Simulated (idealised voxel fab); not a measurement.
Process module, titled voxel wiring stack
We display cut, a cross-section 295 nm in width whose square cells are each 5 nm.
If you're reading a cross-section in this doc, picture square cells in a grid; it comes to you as bands, top ones listed first down to the bottom, and a band can be one or more rows of cells. Top height, bottom height, nm. Materials left to right, width each, nm. Single material + "throughout" = fills band edge to edge. "blank" = empty. Height reference: 0 = level under which incoming wafer is all one material. Lowest band: no bottom, runs on downward, e.g. "0 down". Graded width ("30..40"): value in top row of band = first number; value in bottom row = second number; row-to-row change constant. "nothing changed" after a step means that no cell of the cross-section changed. Listed in "Closed cavities": every empty space of 8 or more cells without an open way to the top. Form: width x height at distance, the distance being from the left edge, all in nm. Past the settings on a step's line: simulator remark, on that step. overlay nm: right-of-plan distance of the mask on a masked step; negative values mean left-of-plan.
## Listed below are the process steps as planned
step 1: RECEIVE [material Si]
step 2: CONFORMAL_DEP [material SiO2] [thk nm 10]
step 3: DIRECTIONAL_DEP [material TiN] [thk nm 5]
step 4: DIRECTIONAL_DEP [material Ru] [thk nm 20]
step 5: PATTERN [tone cover] [mask id METAL_1] [material resist] [width nm 30] [pitch nm 50] [thk nm 15] [overlay nm 0]
step 6: DIRECTIONAL_ETCH [etch materials Ru] [depth nm 20]
step 7: DIRECTIONAL_ETCH [etch materials TiN] [depth nm 5]
step 8: STRIP [etch materials resist]
step 9: FILL_DEP [material lowk] [thk nm 10]
step 10: CMP [height nm 35]
step 11: CONFORMAL_DEP [material SiCN] [thk nm 5]
step 12: DIRECTIONAL_DEP [material lowk] [thk nm 20]
step 13: PATTERN [tone open] [mask id PLUG_1] [material resist] [width nm 15] [pitch nm 50] [thk nm 20] [overlay nm 0]
step 14: DIRECTIONAL_ETCH [etch materials lowk] [depth nm 20]
step 15: DIRECTIONAL_ETCH [etch materials SiCN] [depth nm 5]
step 16: STRIP [etch materials resist]
step 17: EPI [material Ru] [thk nm 10]
step 18: EPI [material Ru] [thk nm 10]
step 19: EPI [material Ru] [thk nm 5]
step 20: DIRECTIONAL_DEP [material TiN] [thk nm 5]
step 21: DIRECTIONAL_DEP [material W] [thk nm 20]
step 22: MASKED_ETCH [tone cover] [mask id METAL_2] [width nm 30] [pitch nm 50] [etch materials W] [depth nm 20] [overlay nm 0]
step 23: MASKED_ETCH [tone cover] [mask id METAL_2] [width nm 30] [pitch nm 50] [etch materials TiN] [depth nm 5] [overlay nm 0]
step 24: CONFORMAL_DEP [material SiN] [thk nm 5]
step 25: FILL_DEP [material SiO2] [thk nm 10]
step 26: CMP [height nm 85]
step 27: CONFORMAL_DEP [material SiCN] [thk nm 5]
## Wafer as received: cross-section following step 1
0 down = Si throughout
Closed cavities: none
## The plan above was carried out on the starting structure above with one mistake, and this cross-section shows the wafer at the end of the module
90 to 85 = SiCN throughout
85 to 65 = SiO2 75 nm; SiN 5 nm; W 30 nm; SiN 5 nm; SiO2 10 nm; SiN 5 nm; W 30 nm; SiN 5 nm; SiO2 10 nm; SiN 5 nm; W 30 nm; SiN 5 nm; SiO2 80 nm
65 to 60 = SiN 80 nm; TiN 30 nm; SiN 20 nm; TiN 30 nm; SiN 20 nm; TiN 30 nm; SiN 85 nm
60 to 40 = lowk 80 nm; Ru 15 nm; lowk 35 nm; Ru 15 nm; lowk 35 nm; Ru 15 nm; lowk 100 nm
40 to 35 = SiCN 80 nm; Ru 15 nm; SiCN 35 nm; Ru 15 nm; SiCN 35 nm; Ru 15 nm; SiCN 100 nm
35 to 30 = lowk 80 nm; TiN 30 nm; lowk 20 nm; TiN 30 nm; lowk 20 nm; TiN 30 nm; lowk 85 nm
30 to 10 = Ru throughout
10 to 0 = SiO2 throughout
0 down = Si throughout
Closed cavities: none
Where did the run depart from the plan? steps 3 and 4 got flipped, so each one ran where the other should have
